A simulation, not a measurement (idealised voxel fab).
Process module under the name voxel lift off
In the cross-section labelled cut, the width is 295 nm and each square cell is 5 nm.
If you're reading a cross-section in this doc, picture square cells in a grid; it comes to you as bands, top ones listed first down to the bottom, and a band can be one or more rows of cells.
Look at the band entry: it leads with the top's height and the bottom's height in nm. Then it lists the materials left to right, with a width in nm for each. The word "everywhere" on a single material says that material fills the band edge to edge. The word "empty" is empty space.
It should be noted that heights are counted from 0, beneath which the wafer as supplied is of one material throughout, and that the lowest band possesses no lower boundary but continues downward, as written in "0..down".
Per-row width for "30->40": begins at first number (top row of band), ends at second number (bottom row), increment between rows held constant.
Take "everything unchanged" at face value: in the step it is given for, the cross-section changed in none of its cells.
This entry, "Closed void inventory", enumerates those empty regions of no fewer than 8 cells that possess no open connection to the top. Each region is reported in the form width x height at distance, the distance being taken from the left edge, with all three quantities expressed in nm.
Where a step's line continues beyond its settings, the continuation is a remark by the simulator itself on that step.
"overlay nm", when on a step's line for a step with a mask, measures how far to the right of its planned place the mask lay; a negative measure means to the left.

**Process steps (planned)**
step 1: RECEIVE, material Si
step 2: CONFORMAL_DEP, material SiN, thk nm 15
step 3: PATTERN, tone open, mask id LINES, material resist, width nm 20, pitch nm 35, thk nm 30, overlay nm 0
step 4: DIRECTIONAL_DEP, material Ru, thk nm 15
step 5: STRIP, etch materials resist
step 6: CONFORMAL_DEP, material SiN, thk nm 5

**First of the two wafers, run per plan**

**Wafer cross-section on receipt, i.e. after step 1**
* 0..down = Si everywhere
* Closed void inventory: none

**Take a look at the wafer's cross-section after step 2**
* 15..0 = SiN everywhere
* Anything lower than 0 is untouched.

**Take a look at the wafer's cross-section after step 3**
* 45..15 = resist 120  empty 20  resist 15  empty 20  resist 120
* Anything lower than 15 is untouched.

**Take a look at the wafer's cross-section after step 4**
* 60..45 = Ru 120  empty 20  Ru 15  empty 20  Ru 120
* 45..30 = resist 120  empty 20  resist 15  empty 20  resist 120
* 30..15 = resist 120  Ru 20  resist 15  Ru 20  resist 120
* Anything lower than 15 is untouched.

**Take a look at the wafer's cross-section after step 5**
* 30..15 = empty 120  Ru 20  empty 15  Ru 20  empty 120
* Anything lower than 15 is untouched.

**Take a look at the wafer's cross-section after step 6**
* 35..30 = empty 115  SiN 30  empty 5  SiN 30  empty 115
* 30..20 = empty 115  SiN 5  Ru 20  SiN 5  empty 5  SiN 5  Ru 20  SiN 5  empty 115
* 20..15 = SiN 120  Ru 20  SiN 15  Ru 20  SiN 120
* Anything lower than 15 is untouched.

**Wafer two: like wafer one in start and plan, but with one mistake in execution; identical up to and including step 5**

**Cross-section of the second wafer at the time step 6 of the plan should have ended**
* 35..20 = empty 115  Ru 30  empty 5  Ru 30  empty 115
* 20..15 = Ru everywhere
* Anything lower than 15 is untouched.
What was the processing mistake? step 6 did not use the planned setting and instead ran as CONFORMAL_DEP, material Ru, thk nm 5
Cell-count delta at end, second wafer over first, by material: Ru: 71 more, SiN: 71 fewer
